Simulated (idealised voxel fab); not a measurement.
Title: Process Module voxel spacer lines
Displayed cross-section: cut, width of 220 nm, square cells sized 5 nm.
If you're reading a cross-section in this doc, picture square cells in a grid; it comes to you as bands, top ones listed first down to the bottom, and a band can be one or more rows of cells.
Read a band's entry like this: the first values are the height of its top and the height of its bottom in nm, and what follows is the sequence of materials from left to right, each with its width in nm. Note that "empty" is empty space, and that a single material marked "full width" reaches across the band from edge to edge.
Heights are expressed relative to 0, this being the level below which the as-received wafer comprises one material exclusively. The lowest band is unbounded in the downward direction and is denoted as in "z 0 and below".
With a width like "30 to 40", each row of cells in the band differs from the next by the same amount, the top row carrying the first number and the bottom row the second.
Any step labelled "remains unaltered" changed none of the cells in the cross-section.
Listed in "Closed cavities": every empty space of 8 or more cells without an open way to the top. Form: width x height at distance, the distance being from the left edge, all in nm.
Past the settings on a step's line: simulator remark, on that step.
"overlay nm" on a masked step: distance the mask lay right of its planned place, negative for left.

Intended process steps
1,RECEIVE,material Si
2,CONFORMAL_DEP,material Al2O3,thk nm 5
3,DIRECTIONAL_DEP,material SiN,thk nm 15
4,DIRECTIONAL_DEP,material polySi,thk nm 25
5,PATTERN,tone cover,mask id MANDREL,material resist,width nm 20,pitch nm 70,thk nm 35,overlay nm 0
6,DIRECTIONAL_ETCH,etch materials polySi,depth nm 25
7,STRIP,etch materials resist
8,CONFORMAL_DEP,material SiO2,thk nm 15
9,DIRECTIONAL_ETCH,etch materials SiO2,depth nm 15
10,STRIP,etch materials polySi
11,DIRECTIONAL_ETCH,etch materials SiN,depth nm 15
12,STRIP,etch materials SiO2
13,FILL_DEP,material lowk,thk nm 10
14,CMP,height nm 20

Shown in cross-section is the wafer as received, that is, as it stands after step 1
	z 0 and below | Si full width
	Closed cavities: none

Post-module cross-section: identical start and plan to those above, one misstep in execution
	z 20 to 15 | lowk full width
	z 15 to 0 | 50 nm lowk, 15 nm SiN, 20 nm lowk, 15 nm SiN, 20 nm lowk, 15 nm SiN, 20 nm lowk, 15 nm SiN, 50 nm lowk
	z 0 and below | Si full width
	Closed cavities: none
What was the processing mistake? execution of step 2 of the plan did not take place, the step having been omitted
